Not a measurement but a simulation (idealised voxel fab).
Module name: voxel self aligned contacts (process module)
The cross-section on display is named cut; it measures 185 nm wide, and its cells are 5 nm squares.
Just so we're on the same page, the cross-sections are grids of square cells, and they're listed out in bands top to bottom, each band one or more rows deep.
It is stipulated that each band's entry specify, in nanometres, the height of the top of the band and then that of its bottom, followed by the materials of the band in left-to-right sequence, each together with its width in nanometres. A single material marked by the word "edge to edge" is understood to fill the band from edge to edge; the word "blank" is understood to denote empty space.
Beneath 0, the wafer as received is one material, and that level is where height counting begins. The lowest band goes on downward without a bottom; it is written like "top 0, no bottom".
Top row gets the first number, bottom row gets the second, and each row in between changes by the same step: that is how a band width like "30->40" works.
Reading "nothing different" for a step: not a cell of the cross-section changed in it.
Look at "Trapped cavities" for the closed voids: empty spaces with no open path to the top, sized 8 cells or up. Each is width x height at distance, distance from the left edge, all nm.
If you see something after the settings on a step's line, that's the simulator's own remark about that step.
Regarding "overlay nm": on a step with a mask, it is the distance the mask lay to the right of its planned place; a negative value places it to the left.
# Steps in the process plan
| 1 | RECEIVE with material Si |
| 2 | CONFORMAL_DEP with material SiO2, thk nm 5 |
| 3 | DIRECTIONAL_DEP with material polySi, thk nm 25 |
| 4 | DIRECTIONAL_DEP with material SiN, thk nm 25 |
| 5 | DIRECTIONAL_DEP with material aC, thk nm 15 |
| 6 | PATTERN with tone cover, mask id GATE, material resist, width nm 30, pitch nm 75, thk nm 30, overlay nm 0 |
| 7 | DIRECTIONAL_ETCH with etch materials aC, depth nm 15 |
| 8 | STRIP with etch materials resist |
| 9 | DIRECTIONAL_ETCH with etch materials SiN, depth nm 25 |
| 10 | DIRECTIONAL_ETCH with etch materials polySi, depth nm 25 |
| 11 | STRIP with etch materials aC |
| 12 | CONFORMAL_DEP with material SiN, thk nm 10 |
| 13 | DIRECTIONAL_ETCH with etch materials SiN, depth nm 10 |
| 14 | FILL_DEP with material SiO2, thk nm 15 |
| 15 | CMP with height nm 60 |
| 16 | MASKED_ETCH with tone open, mask id CONTACT, width nm 55, etch materials SiO2, depth nm 60, overlay nm 0 |
| 17 | CONFORMAL_DEP with material TiN, thk nm 5 |
| 18 | FILL_DEP with material Ru, thk nm 10 |
| 19 | CMP with height nm 60 |
| 20 | CONFORMAL_DEP with material SiCN, thk nm 5 |
# The first of two wafers, run as planned
# Cross-sectional view of the wafer in its as-received condition, corresponding to the state after step 1
	top 0, no bottom  Si edge to edge
	Trapped cavities: none
# Take a look at the wafer's cross-section after step 2
	top 5, bottom 0  SiO2 edge to edge
	For the remainder of the cross-section, below 0, there is no change.
# Take a look at the wafer's cross-section after step 3
	top 30, bottom 5  polySi edge to edge
	For the remainder of the cross-section, below 5, there is no change.
# Take a look at the wafer's cross-section after step 4
	top 55, bottom 30  SiN edge to edge
	For the remainder of the cross-section, below 30, there is no change.
# Take a look at the wafer's cross-section after step 5
	top 70, bottom 55  aC edge to edge
	For the remainder of the cross-section, below 55, there is no change.
# Take a look at the wafer's cross-section after step 6
	top 100, bottom 70  blank (40), resist (30), blank (45), resist (30), blank (40)
	For the remainder of the cross-section, below 70, there is no change.
# Take a look at the wafer's cross-section after step 7
	top 85, bottom 70  blank (40), resist (30), blank (45), resist (30), blank (40)
	top 70, bottom 55  blank (40), aC (30), blank (45), aC (30), blank (40)
	For the remainder of the cross-section, below 55, there is no change.
# Take a look at the wafer's cross-section after step 8
	top 70, bottom 55  blank (40), aC (30), blank (45), aC (30), blank (40)
	For the remainder of the cross-section, below 55, there is no change.
# Take a look at the wafer's cross-section after step 9
	top 70, bottom 55  blank (40), aC (30), blank (45), aC (30), blank (40)
	top 55, bottom 30  blank (40), SiN (30), blank (45), SiN (30), blank (40)
	For the remainder of the cross-section, below 30, there is no change.
# Take a look at the wafer's cross-section after step 10
	top 70, bottom 55  blank (40), aC (30), blank (45), aC (30), blank (40)
	top 55, bottom 30  blank (40), SiN (30), blank (45), SiN (30), blank (40)
	top 30, bottom 5  blank (40), polySi (30), blank (45), polySi (30), blank (40)
	For the remainder of the cross-section, below 5, there is no change.
# Take a look at the wafer's cross-section after step 11
	top 55, bottom 30  blank (40), SiN (30), blank (45), SiN (30), blank (40)
	For the remainder of the cross-section, below 30, there is no change.
# Take a look at the wafer's cross-section after step 12
	top 65, bottom 30  blank (30), SiN (50), blank (25), SiN (50), blank (30)
	top 30, bottom 15  blank (30), SiN (10), polySi (30), SiN (10), blank (25), SiN (10), polySi (30), SiN (10), blank (30)
	top 15, bottom 5  SiN (40), polySi (30), SiN (45), polySi (30), SiN (40)
	For the remainder of the cross-section, below 5, there is no change.
# Take a look at the wafer's cross-section after step 13
	top 55, bottom 30  blank (30), SiN (50), blank (25), SiN (50), blank (30)
	top 30, bottom 5  blank (30), SiN (10), polySi (30), SiN (10), blank (25), SiN (10), polySi (30), SiN (10), blank (30)
	For the remainder of the cross-section, below 5, there is no change.
# Take a look at the wafer's cross-section after step 14
	top 70, bottom 55  SiO2 edge to edge
	top 55, bottom 30  SiO2 (30), SiN (50), SiO2 (25), SiN (50), SiO2 (30)
	top 30, bottom 5  SiO2 (30), SiN (10), polySi (30), SiN (10), SiO2 (25), SiN (10), polySi (30), SiN (10), SiO2 (30)
	For the remainder of the cross-section, below 5, there is no change.
# Take a look at the wafer's cross-section after step 15
	top 60, bottom 55  SiO2 edge to edge
	For the remainder of the cross-section, below 55, there is no change.
# Take a look at the wafer's cross-section after step 16
	top 60, bottom 55  SiO2 (65), blank (55), SiO2 (65)
	top 55, bottom 30  SiO2 (30), SiN (50), blank (25), SiN (50), SiO2 (30)
	top 30, bottom 5  SiO2 (30), SiN (10), polySi (30), SiN (10), blank (25), SiN (10), polySi (30), SiN (10), SiO2 (30)
	top 5, bottom 0  SiO2 (80), blank (25), SiO2 (80)
	For the remainder of the cross-section, below 0, there is no change.
# Take a look at the wafer's cross-section after step 17
	top 65, bottom 60  TiN (70), blank (45), TiN (70)
	top 60, bottom 55  SiO2 (65), TiN (20), blank (15), TiN (20), SiO2 (65)
	top 55, bottom 30  SiO2 (30), SiN (50), TiN (5), blank (15), TiN (5), SiN (50), SiO2 (30)
	top 30, bottom 5  SiO2 (30), SiN (10), polySi (30), SiN (10), TiN (5), blank (15), TiN (5), SiN (10), polySi (30), SiN (10), SiO2 (30)
	top 5, bottom 0  SiO2 (80), TiN (25), SiO2 (80)
	For the remainder of the cross-section, below 0, there is no change.
# Take a look at the wafer's cross-section after step 18
	top 75, bottom 65  Ru edge to edge
	top 65, bottom 60  TiN (70), Ru (45), TiN (70)
	top 60, bottom 55  SiO2 (65), TiN (20), Ru (15), TiN (20), SiO2 (65)
	top 55, bottom 30  SiO2 (30), SiN (50), TiN (5), Ru (15), TiN (5), SiN (50), SiO2 (30)
	top 30, bottom 5  SiO2 (30), SiN (10), polySi (30), SiN (10), TiN (5), Ru (15), TiN (5), SiN (10), polySi (30), SiN (10), SiO2 (30)
	For the remainder of the cross-section, below 5, there is no change.
# Take a look at the wafer's cross-section after step 19
	top 60, bottom 55  SiO2 (65), TiN (20), Ru (15), TiN (20), SiO2 (65)
	For the remainder of the cross-section, below 55, there is no change.
# Take a look at the wafer's cross-section after step 20
	top 65, bottom 60  SiCN edge to edge
	For the remainder of the cross-section, below 60, there is no change.
# Second wafer - shared start and plan with the first - one error in running - same as the first up to step 1 inclusive
Cross-section of the second wafer when, according to plan, step 2 should have finished: nothing different
# Cross-section of the second wafer when, according to plan, step 3 should have finished
	top 25, bottom 0  polySi edge to edge
	For the remainder of the cross-section, below 0, there is no change.
# Cross-section of the second wafer when, according to plan, step 4 should have finished
	top 50, bottom 25  SiN edge to edge
	For the remainder of the cross-section, below 25, there is no change.
# Cross-section of the second wafer when, according to plan, step 5 should have finished
	top 65, bottom 50  aC edge to edge
	For the remainder of the cross-section, below 50, there is no change.
# Cross-section of the second wafer when, according to plan, step 6 should have finished
	top 95, bottom 65  blank (40), resist (30), blank (45), resist (30), blank (40)
	For the remainder of the cross-section, below 65, there is no change.
# Cross-section of the second wafer when, according to plan, step 7 should have finished
	top 80, bottom 65  blank (40), resist (30), blank (45), resist (30), blank (40)
	top 65, bottom 50  blank (40), aC (30), blank (45), aC (30), blank (40)
	For the remainder of the cross-section, below 50, there is no change.
# Cross-section of the second wafer when, according to plan, step 8 should have finished
	top 65, bottom 50  blank (40), aC (30), blank (45), aC (30), blank (40)
	For the remainder of the cross-section, below 50, there is no change.
# Cross-section of the second wafer when, according to plan, step 9 should have finished
	top 65, bottom 50  blank (40), aC (30), blank (45), aC (30), blank (40)
	top 50, bottom 25  blank (40), SiN (30), blank (45), SiN (30), blank (40)
	For the remainder of the cross-section, below 25, there is no change.
# Cross-section of the second wafer when, according to plan, step 10 should have finished
	top 65, bottom 50  blank (40), aC (30), blank (45), aC (30), blank (40)
	top 50, bottom 25  blank (40), SiN (30), blank (45), SiN (30), blank (40)
	top 25, bottom 0  blank (40), polySi (30), blank (45), polySi (30), blank (40)
	For the remainder of the cross-section, below 0, there is no change.
# Cross-section of the second wafer when, according to plan, step 11 should have finished
	top 50, bottom 25  blank (40), SiN (30), blank (45), SiN (30), blank (40)
	For the remainder of the cross-section, below 25, there is no change.
# Cross-section of the second wafer when, according to plan, step 12 should have finished
	top 60, bottom 25  blank (30), SiN (50), blank (25), SiN (50), blank (30)
	top 25, bottom 10  blank (30), SiN (10), polySi (30), SiN (10), blank (25), SiN (10), polySi (30), SiN (10), blank (30)
	top 10, bottom 0  SiN (40), polySi (30), SiN (45), polySi (30), SiN (40)
	For the remainder of the cross-section, below 0, there is no change.
# Cross-section of the second wafer when, according to plan, step 13 should have finished
	top 50, bottom 25  blank (30), SiN (50), blank (25), SiN (50), blank (30)
	top 25, bottom 0  blank (30), SiN (10), polySi (30), SiN (10), blank (25), SiN (10), polySi (30), SiN (10), blank (30)
	For the remainder of the cross-section, below 0, there is no change.
# Cross-section of the second wafer when, according to plan, step 14 should have finished
	top 65, bottom 50  SiO2 edge to edge
	top 50, bottom 25  SiO2 (30), SiN (50), SiO2 (25), SiN (50), SiO2 (30)
	top 25, bottom 0  SiO2 (30), SiN (10), polySi (30), SiN (10), SiO2 (25), SiN (10), polySi (30), SiN (10), SiO2 (30)
	For the remainder of the cross-section, below 0, there is no change.
# Cross-section of the second wafer when, according to plan, step 15 should have finished
	top 60, bottom 50  SiO2 edge to edge
	For the remainder of the cross-section, below 50, there is no change.
# Cross-section of the second wafer when, according to plan, step 16 should have finished
	top 60, bottom 50  SiO2 (65), blank (55), SiO2 (65)
	top 50, bottom 25  SiO2 (30), SiN (50), blank (25), SiN (50), SiO2 (30)
	top 25, bottom 0  SiO2 (30), SiN (10), polySi (30), SiN (10), blank (25), SiN (10), polySi (30), SiN (10), SiO2 (30)
	For the remainder of the cross-section, below 0, there is no change.
# Cross-section of the second wafer when, according to plan, step 17 should have finished
	top 65, bottom 60  TiN (70), blank (45), TiN (70)
	top 60, bottom 50  SiO2 (65), TiN (5->20), blank (45->15), TiN (5->20), SiO2 (65)
	top 50, bottom 25  SiO2 (30), SiN (50), TiN (5), blank (15), TiN (5), SiN (50), SiO2 (30)
	top 25, bottom 5  SiO2 (30), SiN (10), polySi (30), SiN (10), TiN (5), blank (15), TiN (5), SiN (10), polySi (30), SiN (10), SiO2 (30)
	top 5, bottom 0  SiO2 (30), SiN (10), polySi (30), SiN (10), TiN (25), SiN (10), polySi (30), SiN (10), SiO2 (30)
	For the remainder of the cross-section, below 0, there is no change.
# Cross-section of the second wafer when, according to plan, step 18 should have finished
	top 75, bottom 65  Ru edge to edge
	top 65, bottom 60  TiN (70), Ru (45), TiN (70)
	top 60, bottom 50  SiO2 (65), TiN (5->20), Ru (45->15), TiN (5->20), SiO2 (65)
	top 50, bottom 25  SiO2 (30), SiN (50), TiN (5), Ru (15), TiN (5), SiN (50), SiO2 (30)
	top 25, bottom 5  SiO2 (30), SiN (10), polySi (30), SiN (10), TiN (5), Ru (15), TiN (5), SiN (10), polySi (30), SiN (10), SiO2 (30)
	For the remainder of the cross-section, below 5, there is no change.
# Cross-section of the second wafer when, according to plan, step 19 should have finished
	top 60, bottom 50  SiO2 (65), TiN (5->20), Ru (45->15), TiN (5->20), SiO2 (65)
	For the remainder of the cross-section, below 50, there is no change.
# Cross-section of the second wafer when, according to plan, step 20 should have finished
	top 65, bottom 60  SiCN edge to edge
	For the remainder of the cross-section, below 60, there is no change.
The mistake made against the process plan was this: step 2 in the plan did not get run; it was skipped
Cell-count delta at end, second wafer over first, by material: Ru: 6 more; SiO2: 6 fewer
